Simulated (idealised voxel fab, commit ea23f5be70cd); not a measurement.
The process module that follows is named voxel gate over fins.
In the cross-section labelled cut, the width is 170 nm and each square cell is 5 nm.
How to read a cross-section here: the picture is a grid of square cells, written as bands going from the top down, and any band can span one or more rows of cells. First you get the band's top height and its bottom height, in nm, and then the materials it's made of, left to right, with each width in nm. If you see a single material with "all across", that one covers the band edge to edge. "blank" is empty space. A quick word on heights: they are counted from 0, and under that level the wafer as it came to us is one material throughout. The lowest band is different from the rest in having no bottom; it simply continues downward, written as in "top 0, no bottom". The expression "30->40" gives the width at the extremes of the band, the first number at its top row of cells and the second at its bottom row, with the width changing by equal amounts from each row to the next in between. Any step labelled "identical to before" changed none of the cells in the cross-section. The entry "Closed cavity list" lists the empty spaces that cover at least 8 cells and have no open path to the top. Each is written as width x height at distance, where the distance is measured from the left edge and all three values are in nm. Past the settings on a step's line: simulator remark, on that step. "overlay nm" answers the question of how far to the right of plan the mask lay on a step that has a mask, and when it is negative the answer is to the left.
[So here's the lineup of process steps we planned]
1) RECEIVE with material Si
2) CONFORMAL_DEP with material SiN, thk nm 5
3) MASKED_ETCH with tone cover, mask id FINS, width nm 15, pitch nm 60, etch materials SiN, depth nm 5, overlay nm 0
4) MASKED_ETCH with tone cover, mask id FINS, width nm 15, pitch nm 60, etch materials Si, depth nm 40, overlay nm 0
5) FILL_DEP with material SiO2, thk nm 10
6) CMP with height nm 5
7) DIRECTIONAL_DEP with material aC, thk nm 10
8) PATTERN with tone open, mask id RAIL, material resist, width nm 15, thk nm 25, overlay nm 0
9) DIRECTIONAL_ETCH with etch materials aC, depth nm 10
10) STRIP with etch materials resist
11) DIRECTIONAL_ETCH with etch materials SiO2, depth nm 40
12) STRIP with etch materials aC
13) CONFORMAL_DEP with material TiN, thk nm 5
14) FILL_DEP with material Ru, thk nm 5
15) CMP with height nm 5
16) SELECTIVE_ETCH with etch materials W Ru TiN, depth nm 20
17) FILL_DEP with material SiO2, thk nm 5
18) CMP with height nm 5
19) SELECTIVE_ETCH with etch materials SiO2, depth nm 15
20) STRIP with etch materials SiN
21) CONFORMAL_DEP with material HfO2, thk nm 5
22) CONFORMAL_DEP with material TiN, thk nm 5
23) FILL_DEP with material W, thk nm 15
24) CMP with height nm 20
25) CONFORMAL_DEP with material SiCN, thk nm 10
[As-received wafer cross-section (after step 1)]
	top 0, no bottom = Si all across
	Closed cavity list: none
[a wafer at the end: this start, this plan, one mistake]
	top 30, bottom 20 = SiCN all across
	top 20, bottom 10 = W all across
	top 10, bottom 5 = W (35), TiN (35), W (25), TiN (35), W (40)
	top 5, bottom 0 = W (35), TiN (5), HfO2 (25), TiN (5), W (25), TiN (5), HfO2 (25), TiN (5), W (40)
	top 0, bottom -5 = TiN (40), HfO2 (5), Si (15), HfO2 (5), TiN (35), HfO2 (5), Si (15), HfO2 (5), TiN (45)
	top -5, bottom -10 = HfO2 (45), Si (15), HfO2 (45), Si (15), HfO2 (50)
	top -10, bottom -15 = SiO2 (45), Si (15), SiO2 (45), Si (15), SiO2 (50)
	top -15, bottom -30 = SiO2 (45), Si (15), SiO2 (15), TiN (5), Ru (5), TiN (5), SiO2 (15), Si (15), SiO2 (50)
	top -30, bottom -35 = SiO2 (45), Si (15), SiO2 (15), TiN (15), SiO2 (15), Si (15), SiO2 (50)
	top -35, no bottom = Si all across
	Closed cavity list: none
What was the processing mistake? contrary to plan, step 4 was performed as MASKED_ETCH with tone cover, mask id FINS, width nm 15, pitch nm 60, etch materials Si, depth nm 35, overlay nm 0
